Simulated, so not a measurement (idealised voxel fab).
The name of this process module is voxel ribs on slabs.
Pictured: cross-section cut, 290 nm wide, on a grid of 5 nm square cells.
A cross-section is a grid of square cells, given in bands from the top down. A band is one or more rows of cells.
Band: top and bottom heights (nm) first, top before bottom; then materials from left to right, widths in nm. "full width" marks a sole material filling the band edge to edge. "blank" denotes empty space.
We count height from 0. Below that, the starting wafer is all one material. The lowest band never ends at the bottom but goes on down; see "0 and below" for how that is written.
Graded width ("30..40"): value in top row of band = first number; value in bottom row = second number; row-to-row change constant.
"everything unchanged" after a step means that no cell of the cross-section changed.
Any empty space of 8 cells or more lacking an open way to the top shows up in "Enclosed void catalog" as width x height at distance, distance from the left edge, in nm.
If you see something after the settings on a step's line, that's the simulator's own remark about that step.
A step line may carry the setting "overlay nm", which, for steps involving a mask, states the distance by which the mask lay to the right of its intended position; negative values denote displacement to the left.
**The steps planned for the process are as follows**
1) RECEIVE with material Si
2) DIRECTIONAL_DEP with material SiO2, thk nm 30
3) DIRECTIONAL_DEP with material SiN, thk nm 15
4) DIRECTIONAL_DEP with material aC, thk nm 15
5) PATTERN with tone cover, mask id RIB, material resist, width nm 15, thk nm 35, overlay nm 0
6) DIRECTIONAL_ETCH with etch materials aC, depth nm 15
7) STRIP with etch materials resist
8) DIRECTIONAL_ETCH with etch materials SiN, depth nm 10
9) STRIP with etch materials aC
10) DIRECTIONAL_DEP with material aC, thk nm 10
11) PATTERN with tone cover, mask id SLAB, material resist, width nm 65, thk nm 30, overlay nm 0
12) DIRECTIONAL_ETCH with etch materials aC, depth nm 10
13) STRIP with etch materials resist
14) DIRECTIONAL_ETCH with etch materials SiN, depth nm 5
15) STRIP with etch materials aC
16) FILL_DEP with material SiO2, thk nm 25
17) CMP with height nm 65
18) DIRECTIONAL_DEP with material TiN, thk nm 10
19) MASKED_ETCH with tone cover, mask id HEATER, width nm 25, etch materials TiN, depth nm 10, overlay nm 0
20) CONFORMAL_DEP with material SiO2, thk nm 5
**The cross-section here shows the wafer as received, i.e. in its state after step 1**
- 0 and below: Si full width
- Enclosed void catalog: none
**a wafer at the end: this start, this plan, one mistake**
- 75 down to 65: 130 of blank, 25 of TiN, 135 of blank
- 65 down to 45: SiO2 full width
- 45 down to 35: 135 of SiO2, 15 of SiN, 140 of SiO2
- 35 down to 30: 110 of SiO2, 65 of SiN, 115 of SiO2
- 30 down to 0: SiO2 full width
- 0 and below: Si full width
- Enclosed void catalog: none
Deviation from plan: plan step 20 skipped
